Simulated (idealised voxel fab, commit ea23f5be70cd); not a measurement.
Process module in this document: voxel self aligned vias
Pictured: cross-section cut, 275 nm wide, on a grid of 5 nm square cells.
Format of a cross-section: grid, square cells. Given as bands. Order: top down. Band: one or more rows of cells.
Per band: top height and bottom height in nm, followed by the left-to-right materials and their widths in nm; "full width" marks a single material spanning edge to edge, "empty" marks empty space.
Heights are reckoned from 0. Under this level, the received wafer is all of one material. The bottommost band is open-ended downward, for example "0 and below".
Width "30..40": first value at the band's top row of cells, second value at its bottom row, equal change from row to row.
The designation "no alterations made", where it is given for a processing step, indicates that no cell of the cross-section was altered in the course of that step.
Enclosed voids (no open way to top), threshold 8 cells or more, entry "Unvented cavities", notation width x height at distance, distance from left edge, nm.
Text after the settings on a step's line: the simulator's own remark on that step.
overlay nm: mask offset rightward from planned place, masked step; negative means leftward offset.
# List of planned process steps
1. op RECEIVE | material Si
2. op CONFORMAL_DEP | material SiO2 | thk nm 10
3. op CONFORMAL_DEP | material SiCN | thk nm 5
4. op DIRECTIONAL_DEP | material lowk | thk nm 20
5. op DIRECTIONAL_DEP | material aC | thk nm 15
6. op PATTERN | tone open | mask id LINES | material resist | width nm 25 | pitch nm 60 | thk nm 35 | overlay nm 0
7. op DIRECTIONAL_ETCH | etch materials aC | depth nm 15
8. op STRIP | etch materials resist
9. op DIRECTIONAL_ETCH | etch materials lowk | depth nm 20
10. op STRIP | etch materials aC
11. op CONFORMAL_DEP | material TiN | thk nm 5
12. op FILL_DEP | material W | thk nm 5
13. op CMP | height nm 35
14. op SELECTIVE_ETCH | etch materials W Ru TiN | depth nm 5
15. op FILL_DEP | material SiN | thk nm 10
16. op CMP | height nm 35
17. op DIRECTIONAL_DEP | material lowk | thk nm 20
18. op PATTERN | tone open | mask id VIAS | material resist | width nm 35 | pitch nm 120 | thk nm 20 | overlay nm 0
19. op DIRECTIONAL_ETCH | etch materials lowk | depth nm 20
20. op DIRECTIONAL_ETCH | etch materials SiN | depth nm 5
21. op STRIP | etch materials resist
22. op CONFORMAL_DEP | material TiN | thk nm 5
23. op FILL_DEP | material W | thk nm 10
24. op CMP | height nm 55
25. op CONFORMAL_DEP | material SiCN | thk nm 5
# Of two wafers, the first: run according to plan
# Cross-section of the wafer at receipt, which is the condition after step 1
0 and below | Si full width
Unvented cavities: none
# State of the wafer after step 2, shown in cross-section
10 down to 0 | SiO2 full width
Everything under 0 stays put, no change at all.
# State of the wafer after step 3, shown in cross-section
15 down to 10 | SiCN full width
Everything under 10 stays put, no change at all.
# State of the wafer after step 4, shown in cross-section
35 down to 15 | lowk full width
Everything under 15 stays put, no change at all.
# State of the wafer after step 5, shown in cross-section
50 down to 35 | aC full width
Everything under 35 stays put, no change at all.
# State of the wafer after step 6, shown in cross-section
85 down to 50 | resist: 65 | empty: 25 | resist: 35 | empty: 25 | resist: 35 | empty: 25 | resist: 65
Everything under 50 stays put, no change at all.
# State of the wafer after step 7, shown in cross-section
70 down to 50 | resist: 65 | empty: 25 | resist: 35 | empty: 25 | resist: 35 | empty: 25 | resist: 65
50 down to 35 | aC: 65 | empty: 25 | aC: 35 | empty: 25 | aC: 35 | empty: 25 | aC: 65
Everything under 35 stays put, no change at all.
# State of the wafer after step 8, shown in cross-section
50 down to 35 | aC: 65 | empty: 25 | aC: 35 | empty: 25 | aC: 35 | empty: 25 | aC: 65
Everything under 35 stays put, no change at all.
# State of the wafer after step 9, shown in cross-section
50 down to 35 | aC: 65 | empty: 25 | aC: 35 | empty: 25 | aC: 35 | empty: 25 | aC: 65
35 down to 15 | lowk: 65 | empty: 25 | lowk: 35 | empty: 25 | lowk: 35 | empty: 25 | lowk: 65
Everything under 15 stays put, no change at all.
# State of the wafer after step 10, shown in cross-section
35 down to 15 | lowk: 65 | empty: 25 | lowk: 35 | empty: 25 | lowk: 35 | empty: 25 | lowk: 65
Everything under 15 stays put, no change at all.
# State of the wafer after step 11, shown in cross-section
40 down to 35 | TiN: 70 | empty: 15 | TiN: 45 | empty: 15 | TiN: 45 | empty: 15 | TiN: 70
35 down to 20 | lowk: 65 | TiN: 5 | empty: 15 | TiN: 5 | lowk: 35 | TiN: 5 | empty: 15 | TiN: 5 | lowk: 35 | TiN: 5 | empty: 15 | TiN: 5 | lowk: 65
20 down to 15 | lowk: 65 | TiN: 25 | lowk: 35 | TiN: 25 | lowk: 35 | TiN: 25 | lowk: 65
Everything under 15 stays put, no change at all.
# State of the wafer after step 12, shown in cross-section
45 down to 40 | W full width
40 down to 35 | TiN: 70 | W: 15 | TiN: 45 | W: 15 | TiN: 45 | W: 15 | TiN: 70
35 down to 20 | lowk: 65 | TiN: 5 | W: 15 | TiN: 5 | lowk: 35 | TiN: 5 | W: 15 | TiN: 5 | lowk: 35 | TiN: 5 | W: 15 | TiN: 5 | lowk: 65
Everything under 20 stays put, no change at all.
# State of the wafer after step 13, shown in cross-section
35 down to 20 | lowk: 65 | TiN: 5 | W: 15 | TiN: 5 | lowk: 35 | TiN: 5 | W: 15 | TiN: 5 | lowk: 35 | TiN: 5 | W: 15 | TiN: 5 | lowk: 65
Everything under 20 stays put, no change at all.
# State of the wafer after step 14, shown in cross-section
35 down to 30 | lowk: 65 | empty: 25 | lowk: 35 | empty: 25 | lowk: 35 | empty: 25 | lowk: 65
Everything under 30 stays put, no change at all.
# State of the wafer after step 15, shown in cross-section
45 down to 35 | SiN full width
35 down to 30 | lowk: 65 | SiN: 25 | lowk: 35 | SiN: 25 | lowk: 35 | SiN: 25 | lowk: 65
Everything under 30 stays put, no change at all.
# State of the wafer after step 16, shown in cross-section
35 down to 30 | lowk: 65 | SiN: 25 | lowk: 35 | SiN: 25 | lowk: 35 | SiN: 25 | lowk: 65
Everything under 30 stays put, no change at all.
# State of the wafer after step 17, shown in cross-section
55 down to 35 | lowk full width
Everything under 35 stays put, no change at all.
# State of the wafer after step 18, shown in cross-section
75 down to 55 | resist: 60 | empty: 35 | resist: 85 | empty: 35 | resist: 60
Everything under 55 stays put, no change at all.
# State of the wafer after step 19, shown in cross-section
75 down to 55 | resist: 60 | empty: 35 | resist: 85 | empty: 35 | resist: 60
55 down to 35 | lowk: 60 | empty: 35 | lowk: 85 | empty: 35 | lowk: 60
Everything under 35 stays put, no change at all.
# State of the wafer after step 20, shown in cross-section
75 down to 55 | resist: 60 | empty: 35 | resist: 85 | empty: 35 | resist: 60
55 down to 35 | lowk: 60 | empty: 35 | lowk: 85 | empty: 35 | lowk: 60
35 down to 30 | lowk: 65 | empty: 25 | lowk: 35 | SiN: 25 | lowk: 35 | empty: 25 | lowk: 65
Everything under 30 stays put, no change at all.
# State of the wafer after step 21, shown in cross-section
55 down to 35 | lowk: 60 | empty: 35 | lowk: 85 | empty: 35 | lowk: 60
Everything under 35 stays put, no change at all.
# State of the wafer after step 22, shown in cross-section
60 down to 55 | TiN: 65 | empty: 25 | TiN: 95 | empty: 25 | TiN: 65
55 down to 40 | lowk: 60 | TiN: 5 | empty: 25 | TiN: 5 | lowk: 85 | TiN: 5 | empty: 25 | TiN: 5 | lowk: 60
40 down to 35 | lowk: 60 | TiN: 10 | empty: 15 | TiN: 10 | lowk: 85 | TiN: 10 | empty: 15 | TiN: 10 | lowk: 60
35 down to 30 | lowk: 65 | TiN: 25 | lowk: 35 | SiN: 25 | lowk: 35 | TiN: 25 | lowk: 65
Everything under 30 stays put, no change at all.
# State of the wafer after step 23, shown in cross-section
70 down to 60 | W full width
60 down to 55 | TiN: 65 | W: 25 | TiN: 95 | W: 25 | TiN: 65
55 down to 40 | lowk: 60 | TiN: 5 | W: 25 | TiN: 5 | lowk: 85 | TiN: 5 | W: 25 | TiN: 5 | lowk: 60
40 down to 35 | lowk: 60 | TiN: 10 | W: 15 | TiN: 10 | lowk: 85 | TiN: 10 | W: 15 | TiN: 10 | lowk: 60
Everything under 35 stays put, no change at all.
# State of the wafer after step 24, shown in cross-section
55 down to 40 | lowk: 60 | TiN: 5 | W: 25 | TiN: 5 | lowk: 85 | TiN: 5 | W: 25 | TiN: 5 | lowk: 60
Everything under 40 stays put, no change at all.
# State of the wafer after step 25, shown in cross-section
60 down to 55 | SiCN full width
Everything under 55 stays put, no change at all.
# Wafer two. Same start, same plan, one slip in execution. Same as wafer one through step 18, inclusive
# X-section, second wafer, when step 19 was due to finish
75 down to 55 | resist: 60 | empty: 35 | resist: 85 | empty: 35 | resist: 60
55 down to 35 | lowk: 60 | empty: 35 | lowk: 85 | empty: 35 | lowk: 60
35 down to 30 | lowk: 60 | empty: 5 | SiN: 25 | empty: 5 | lowk: 30 | SiN: 25 | lowk: 30 | empty: 5 | SiN: 25 | empty: 5 | lowk: 60
30 down to 20 | lowk: 60 | empty: 5 | TiN: 5 | W: 15 | TiN: 5 | empty: 5 | lowk: 30 | TiN: 5 | W: 15 | TiN: 5 | lowk: 30 | empty: 5 | TiN: 5 | W: 15 | TiN: 5 | empty: 5 | lowk: 60
20 down to 15 | lowk: 60 | empty: 5 | TiN: 25 | empty: 5 | lowk: 30 | TiN: 25 | lowk: 30 | empty: 5 | TiN: 25 | empty: 5 | lowk: 60
Everything under 15 stays put, no change at all.
# X-section, second wafer, when step 20 was due to finish
75 down to 55 | resist: 60 | empty: 35 | resist: 85 | empty: 35 | resist: 60
55 down to 35 | lowk: 60 | empty: 35 | lowk: 85 | empty: 35 | lowk: 60
35 down to 30 | lowk: 60 | empty: 35 | lowk: 30 | SiN: 25 | lowk: 30 | empty: 35 | lowk: 60
Everything under 30 stays put, no change at all.
# X-section, second wafer, when step 21 was due to finish
55 down to 35 | lowk: 60 | empty: 35 | lowk: 85 | empty: 35 | lowk: 60
Everything under 35 stays put, no change at all.
# X-section, second wafer, when step 22 was due to finish
60 down to 55 | TiN: 65 | empty: 25 | TiN: 95 | empty: 25 | TiN: 65
55 down to 35 | lowk: 60 | TiN: 5 | empty: 25 | TiN: 5 | lowk: 85 | TiN: 5 | empty: 25 | TiN: 5 | lowk: 60
35 down to 30 | lowk: 60 | TiN: 35 | lowk: 30 | SiN: 25 | lowk: 30 | TiN: 35 | lowk: 60
30 down to 20 | lowk: 60 | TiN: 10 | W: 15 | TiN: 10 | lowk: 30 | TiN: 5 | W: 15 | TiN: 5 | lowk: 30 | TiN: 10 | W: 15 | TiN: 10 | lowk: 60
20 down to 15 | lowk: 60 | TiN: 35 | lowk: 30 | TiN: 25 | lowk: 30 | TiN: 35 | lowk: 60
Everything under 15 stays put, no change at all.
# X-section, second wafer, when step 23 was due to finish
70 down to 60 | W full width
60 down to 55 | TiN: 65 | W: 25 | TiN: 95 | W: 25 | TiN: 65
55 down to 35 | lowk: 60 | TiN: 5 | W: 25 | TiN: 5 | lowk: 85 | TiN: 5 | W: 25 | TiN: 5 | lowk: 60
Everything under 35 stays put, no change at all.
# X-section, second wafer, when step 24 was due to finish
55 down to 35 | lowk: 60 | TiN: 5 | W: 25 | TiN: 5 | lowk: 85 | TiN: 5 | W: 25 | TiN: 5 | lowk: 60
Everything under 35 stays put, no change at all.
# X-section, second wafer, when step 25 was due to finish
60 down to 55 | SiCN full width
Everything under 55 stays put, no change at all.
The plan and the run diverged here: step 19 of the plan was performed twice
at the end the second wafer has, in cells: +12 TiN | +4 W | -16 lowk
